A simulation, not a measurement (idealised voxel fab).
process module | voxel air gaps
cross-section cut | 215 nm wide | cells 5 nm
A cross-section is a grid of square cells, given in bands from the top down. A band is one or more rows of cells.
Each band's line starts with the height of the band's top and of its bottom, in nm. Then come its materials from left to right, each with its width in nm. One material with "throughout" fills the band from edge to edge. "air" is empty space.
Height 0 is the level under which the wafer as received is all one material. The lowest band goes on downwards, as in "0 down".
A width such as "30 to 40" changes by the same amount from each row of cells to the next, from the band's top row to its bottom row.
"no change" after a step means that no cell of the cross-section changed.
closed voids: empty space of 8 cells or more with no open way to the top, each as width x height at its distance from the left edge, in nm
after a step's settings: what the simulator itself notes on the step
overlay nm, on a step with a mask: how far to the right of its planned place the mask lay; to the left if negative
plan
1 op RECEIVE | material Si
2 op CONFORMAL_DEP | material SiO2 | thk nm 10
3 op CONFORMAL_DEP | material SiN | thk nm 5
4 op DIRECTIONAL_DEP | material SiO2 | thk nm 35
5 op DIRECTIONAL_DEP | material aC | thk nm 10
6 op PATTERN | tone open | mask id LINES | material resist | width nm 25 | pitch nm 55 | thk nm 25 | overlay nm 0
7 op DIRECTIONAL_ETCH | etch materials aC | depth nm 10
8 op STRIP | etch materials resist
9 op DIRECTIONAL_ETCH | etch materials SiO2 | depth nm 35
10 op STRIP | etch materials aC
11 op CONFORMAL_DEP | material TiN | thk nm 5
12 op FILL_DEP | material Cu | thk nm 5
13 op CMP | height nm 50
14 op EPI | material Ru | thk nm 10
15 op SELECTIVE_ETCH | etch materials SiO2 | depth nm 45
16 op CONFORMAL_DEP | material SiCN | thk nm 5
first wafer, as planned
as received, after step 1
  0 down: Si throughout
  closed voids: none
after step 2
  10 to 0: SiO2 throughout
  below 0: unchanged
after step 3
  15 to 10: SiN throughout
  below 10: unchanged
after step 4
  50 to 15: SiO2 throughout
  below 15: unchanged
after step 5
  60 to 50: aC throughout
  below 50: unchanged
after step 6
  85 to 60: resist 40 | air 25 | resist 30 | air 25 | resist 30 | air 25 | resist 40
  below 60: unchanged
after step 7
  75 to 60: resist 40 | air 25 | resist 30 | air 25 | resist 30 | air 25 | resist 40
  60 to 50: aC 40 | air 25 | aC 30 | air 25 | aC 30 | air 25 | aC 40
  below 50: unchanged
after step 8
  60 to 50: aC 40 | air 25 | aC 30 | air 25 | aC 30 | air 25 | aC 40
  below 50: unchanged
after step 9
  60 to 50: aC 40 | air 25 | aC 30 | air 25 | aC 30 | air 25 | aC 40
  50 to 15: SiO2 40 | air 25 | SiO2 30 | air 25 | SiO2 30 | air 25 | SiO2 40
  below 15: unchanged
after step 10
  50 to 15: SiO2 40 | air 25 | SiO2 30 | air 25 | SiO2 30 | air 25 | SiO2 40
  below 15: unchanged
after step 11
  55 to 50: TiN 45 | air 15 | TiN 40 | air 15 | TiN 40 | air 15 | TiN 45
  50 to 20: SiO2 40 | TiN 5 | air 15 | TiN 5 | SiO2 30 | TiN 5 | air 15 | TiN 5 | SiO2 30 | TiN 5 | air 15 | TiN 5 | SiO2 40
  20 to 15: SiO2 40 | TiN 25 | SiO2 30 | TiN 25 | SiO2 30 | TiN 25 | SiO2 40
  below 15: unchanged
after step 12
  60 to 55: Cu throughout
  55 to 50: TiN 45 | Cu 15 | TiN 40 | Cu 15 | TiN 40 | Cu 15 | TiN 45
  50 to 20: SiO2 40 | TiN 5 | Cu 15 | TiN 5 | SiO2 30 | TiN 5 | Cu 15 | TiN 5 | SiO2 30 | TiN 5 | Cu 15 | TiN 5 | SiO2 40
  below 20: unchanged
after step 13
  50 to 20: SiO2 40 | TiN 5 | Cu 15 | TiN 5 | SiO2 30 | TiN 5 | Cu 15 | TiN 5 | SiO2 30 | TiN 5 | Cu 15 | TiN 5 | SiO2 40
  below 20: unchanged
after step 14
  60 to 50: air 30 | Ru 45 | air 10 | Ru 45 | air 10 | Ru 45 | air 30
  below 50: unchanged
after step 15
  60 to 50: air 30 | Ru 45 | air 10 | Ru 45 | air 10 | Ru 45 | air 30
  50 to 20: air 40 | TiN 5 | Cu 15 | TiN 5 | air 30 | TiN 5 | Cu 15 | TiN 5 | air 30 | TiN 5 | Cu 15 | TiN 5 | air 40
  20 to 15: air 40 | TiN 25 | air 30 | TiN 25 | air 30 | TiN 25 | air 40
  below 15: unchanged
after step 16
  65 to 60: air 25 | SiCN 165 | air 25
  60 to 50: air 25 | SiCN 5 | Ru 45 | SiCN 10 | Ru 45 | SiCN 10 | Ru 45 | SiCN 5 | air 25
  50 to 45: air 25 | SiCN 15 | TiN 5 | Cu 15 | TiN 5 | SiCN 30 | TiN 5 | Cu 15 | TiN 5 | SiCN 30 | TiN 5 | Cu 15 | TiN 5 | SiCN 15 | air 25
  45 to 20: air 35 | SiCN 5 | TiN 5 | Cu 15 | TiN 5 | SiCN 5 | air 20 | SiCN 5 | TiN 5 | Cu 15 | TiN 5 | SiCN 5 | air 20 | SiCN 5 | TiN 5 | Cu 15 | TiN 5 | SiCN 5 | air 35
  20 to 15: SiCN 40 | TiN 25 | SiCN 30 | TiN 25 | SiCN 30 | TiN 25 | SiCN 40
  below 15: unchanged
  closed voids: 20 x 25 at 70; 20 x 25 at 125
second wafer: like start, like plan, one mistake. Through step 5 it matches the first wafer
when step 6 should have ended
  85 to 60: resist 50 | air 25 | resist 30 | air 25 | resist 30 | air 25 | resist 30
  below 60: unchanged
when step 7 should have ended
  75 to 60: resist 50 | air 25 | resist 30 | air 25 | resist 30 | air 25 | resist 30
  60 to 50: aC 50 | air 25 | aC 30 | air 25 | aC 30 | air 25 | aC 30
  below 50: unchanged
when step 8 should have ended
  60 to 50: aC 50 | air 25 | aC 30 | air 25 | aC 30 | air 25 | aC 30
  below 50: unchanged
when step 9 should have ended
  60 to 50: aC 50 | air 25 | aC 30 | air 25 | aC 30 | air 25 | aC 30
  50 to 15: SiO2 50 | air 25 | SiO2 30 | air 25 | SiO2 30 | air 25 | SiO2 30
  below 15: unchanged
when step 10 should have ended
  50 to 15: SiO2 50 | air 25 | SiO2 30 | air 25 | SiO2 30 | air 25 | SiO2 30
  below 15: unchanged
when step 11 should have ended
  55 to 50: TiN 55 | air 15 | TiN 40 | air 15 | TiN 40 | air 15 | TiN 35
  50 to 20: SiO2 50 | TiN 5 | air 15 | TiN 5 | SiO2 30 | TiN 5 | air 15 | TiN 5 | SiO2 30 | TiN 5 | air 15 | TiN 5 | SiO2 30
  20 to 15: SiO2 50 | TiN 25 | SiO2 30 | TiN 25 | SiO2 30 | TiN 25 | SiO2 30
  below 15: unchanged
when step 12 should have ended
  60 to 55: Cu throughout
  55 to 50: TiN 55 | Cu 15 | TiN 40 | Cu 15 | TiN 40 | Cu 15 | TiN 35
  50 to 20: SiO2 50 | TiN 5 | Cu 15 | TiN 5 | SiO2 30 | TiN 5 | Cu 15 | TiN 5 | SiO2 30 | TiN 5 | Cu 15 | TiN 5 | SiO2 30
  below 20: unchanged
when step 13 should have ended
  50 to 20: SiO2 50 | TiN 5 | Cu 15 | TiN 5 | SiO2 30 | TiN 5 | Cu 15 | TiN 5 | SiO2 30 | TiN 5 | Cu 15 | TiN 5 | SiO2 30
  below 20: unchanged
when step 14 should have ended
  60 to 50: air 40 | Ru 45 | air 10 | Ru 45 | air 10 | Ru 45 | air 20
  below 50: unchanged
when step 15 should have ended
  60 to 50: air 40 | Ru 45 | air 10 | Ru 45 | air 10 | Ru 45 | air 20
  50 to 20: air 50 | TiN 5 | Cu 15 | TiN 5 | air 30 | TiN 5 | Cu 15 | TiN 5 | air 30 | TiN 5 | Cu 15 | TiN 5 | air 30
  20 to 15: air 50 | TiN 25 | air 30 | TiN 25 | air 30 | TiN 25 | air 30
  below 15: unchanged
when step 16 should have ended
  65 to 60: air 35 | SiCN 165 | air 15
  60 to 50: air 35 | SiCN 5 | Ru 45 | SiCN 10 | Ru 45 | SiCN 10 | Ru 45 | SiCN 5 | air 15
  50 to 45: air 35 | SiCN 15 | TiN 5 | Cu 15 | TiN 5 | SiCN 30 | TiN 5 | Cu 15 | TiN 5 | SiCN 30 | TiN 5 | Cu 15 | TiN 5 | SiCN 15 | air 15
  45 to 20: air 45 | SiCN 5 | TiN 5 | Cu 15 | TiN 5 | SiCN 5 | air 20 | SiCN 5 | TiN 5 | Cu 15 | TiN 5 | SiCN 5 | air 20 | SiCN 5 | TiN 5 | Cu 15 | TiN 5 | SiCN 5 | air 25
  20 to 15: SiCN 50 | TiN 25 | SiCN 30 | TiN 25 | SiCN 30 | TiN 25 | SiCN 30
  below 15: unchanged
  closed voids: 20 x 25 at 80; 20 x 25 at 135
what went wrong: step 6 ran as: op PATTERN | tone open | mask id LINES | material resist | width nm 25 | pitch nm 55 | thk nm 25 | overlay nm 10
at the end the second wafer has, in cells: as many of each material as the first, in other places
